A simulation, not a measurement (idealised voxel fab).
Process module, titled voxel ribs on slabs
Square cell edge 5 nm, section width 265 nm, ID cut.
When this document writes out a cross-section, it uses a grid of square cells and lists it as bands, beginning at the top and moving down, with a band standing for one or more rows of cells. Per band: top height and bottom height in nm, followed by the left-to-right materials and their widths in nm; "all across" marks a single material spanning edge to edge, "air" marks empty space. All heights in this document are referenced to 0, defined as the level beneath which the wafer, as received, consists entirely of one material. The lowest band is not bounded below; it extends indefinitely downward and is written in the form "0 and below". You'd read "30 to 40" like this: the band's top row of cells is as wide as the first number, its bottom row is as wide as the second, and going down, every row changes width by the same amount as the row before did. Step note "nothing was modified" = no cross-section cell changed. Empty spaces without an open route to the top, at least 8 cells in extent, make up the entry "Closed void register"; each is given as width x height at distance, where the distance is measured from the left edge, and all are in nm. Post-settings text on a step line: simulator's own remark regarding the step. On any step carrying a mask, the "overlay nm" setting, if present on the step's line, tells how far right of its planned place the mask lay; negative values point to the left.

## Steps planned for the process
- 1: RECEIVE (material Si)
- 2: DIRECTIONAL_DEP (material SiO2; thk nm 20)
- 3: DIRECTIONAL_DEP (material polySi; thk nm 15)
- 4: PATTERN (tone cover; mask id RIB; material resist; width nm 30; thk nm 15; overlay nm 0)
- 5: DIRECTIONAL_ETCH (etch materials polySi; depth nm 5)
- 6: STRIP (etch materials resist)
- 7: PATTERN (tone cover; mask id SLAB; material resist; width nm 80; thk nm 20; overlay nm 0)
- 8: DIRECTIONAL_ETCH (etch materials polySi; depth nm 10)
- 9: STRIP (etch materials resist)
- 10: FILL_DEP (material SiO2; thk nm 20)
- 11: CMP (height nm 50)
- 12: DIRECTIONAL_DEP (material TiN; thk nm 5)
- 13: DIRECTIONAL_DEP (material aC; thk nm 10)
- 14: PATTERN (tone cover; mask id HEATER; material resist; width nm 40; thk nm 25; overlay nm 0)
- 15: DIRECTIONAL_ETCH (etch materials aC; depth nm 10)
- 16: STRIP (etch materials resist)
- 17: DIRECTIONAL_ETCH (etch materials TiN; depth nm 5)
- 18: STRIP (etch materials aC)
- 19: CONFORMAL_DEP (material SiN; thk nm 5)

## The following pertains to the first of two wafers, which was processed as planned

## Cross-section of the incoming wafer, state after step 1
0 and below: Si all across
Closed void register: none

## So this is the wafer cross-section right after step 2
20 down to 0: SiO2 all across
Nothing below the height 0 has changed.

## So this is the wafer cross-section right after step 3
35 down to 20: polySi all across
Nothing below the height 20 has changed.

## So this is the wafer cross-section right after step 4
50 down to 35: 115 nm air  30 nm resist  120 nm air
Nothing below the height 35 has changed.

## So this is the wafer cross-section right after step 5
50 down to 35: 115 nm air  30 nm resist  120 nm air
35 down to 30: 115 nm air  30 nm polySi  120 nm air
Nothing below the height 30 has changed.

## So this is the wafer cross-section right after step 6
35 down to 30: 115 nm air  30 nm polySi  120 nm air
Nothing below the height 30 has changed.

## So this is the wafer cross-section right after step 7
55 down to 35: 90 nm air  80 nm resist  95 nm air
35 down to 30: 90 nm air  25 nm resist  30 nm polySi  25 nm resist  95 nm air
Nothing below the height 30 has changed.

## So this is the wafer cross-section right after step 8
55 down to 35: 90 nm air  80 nm resist  95 nm air
35 down to 30: 90 nm air  25 nm resist  30 nm polySi  25 nm resist  95 nm air
30 down to 20: 90 nm air  80 nm polySi  95 nm air
Nothing below the height 20 has changed.

## So this is the wafer cross-section right after step 9
35 down to 30: 115 nm air  30 nm polySi  120 nm air
Nothing below the height 30 has changed.

## So this is the wafer cross-section right after step 10
55 down to 35: SiO2 all across
35 down to 30: 115 nm SiO2  30 nm polySi  120 nm SiO2
30 down to 20: 90 nm SiO2  80 nm polySi  95 nm SiO2
Nothing below the height 20 has changed.

## So this is the wafer cross-section right after step 11
50 down to 35: SiO2 all across
Nothing below the height 35 has changed.

## So this is the wafer cross-section right after step 12
55 down to 50: TiN all across
Nothing below the height 50 has changed.

## So this is the wafer cross-section right after step 13
65 down to 55: aC all across
Nothing below the height 55 has changed.

## So this is the wafer cross-section right after step 14
90 down to 65: 110 nm air  40 nm resist  115 nm air
Nothing below the height 65 has changed.

## So this is the wafer cross-section right after step 15
80 down to 65: 110 nm air  40 nm resist  115 nm air
65 down to 55: 110 nm air  40 nm aC  115 nm air
Nothing below the height 55 has changed.

## So this is the wafer cross-section right after step 16
65 down to 55: 110 nm air  40 nm aC  115 nm air
Nothing below the height 55 has changed.

## So this is the wafer cross-section right after step 17
65 down to 55: 110 nm air  40 nm aC  115 nm air
55 down to 50: 110 nm air  40 nm TiN  115 nm air
Nothing below the height 50 has changed.

## So this is the wafer cross-section right after step 18
55 down to 50: 110 nm air  40 nm TiN  115 nm air
Nothing below the height 50 has changed.

## So this is the wafer cross-section right after step 19
60 down to 55: 105 nm air  50 nm SiN  110 nm air
55 down to 50: 110 nm SiN  40 nm TiN  115 nm SiN
Nothing below the height 50 has changed.

## Okay, second wafer. Nothing different at the start, nothing different in the plan, just one mistake somewhere in the running. As far as step 13, counting that step, it's the first wafer all over again

## Here is the second wafer in cross-section at the point where step 14 of the plan should have been done
90 down to 65: 100 nm air  40 nm resist  125 nm air
Nothing below the height 65 has changed.

## Here is the second wafer in cross-section at the point where step 15 of the plan should have been done
80 down to 65: 100 nm air  40 nm resist  125 nm air
65 down to 55: 100 nm air  40 nm aC  125 nm air
Nothing below the height 55 has changed.

## Here is the second wafer in cross-section at the point where step 16 of the plan should have been done
65 down to 55: 100 nm air  40 nm aC  125 nm air
Nothing below the height 55 has changed.

## Here is the second wafer in cross-section at the point where step 17 of the plan should have been done
65 down to 55: 100 nm air  40 nm aC  125 nm air
55 down to 50: 100 nm air  40 nm TiN  125 nm air
Nothing below the height 50 has changed.

## Here is the second wafer in cross-section at the point where step 18 of the plan should have been done
55 down to 50: 100 nm air  40 nm TiN  125 nm air
Nothing below the height 50 has changed.

## Here is the second wafer in cross-section at the point where step 19 of the plan should have been done
60 down to 55: 95 nm air  50 nm SiN  120 nm air
55 down to 50: 100 nm SiN  40 nm TiN  125 nm SiN
Nothing below the height 50 has changed.
In executing the process, a mistake was made relative to the plan: step 14: run off-plan, actual operation and settings PATTERN (tone cover; mask id HEATER; material resist; width nm 40; thk nm 25; overlay nm -10)
If you tally the cells, the second wafer ends up with the same amount of every material as the first; it's all just sitting in different places.
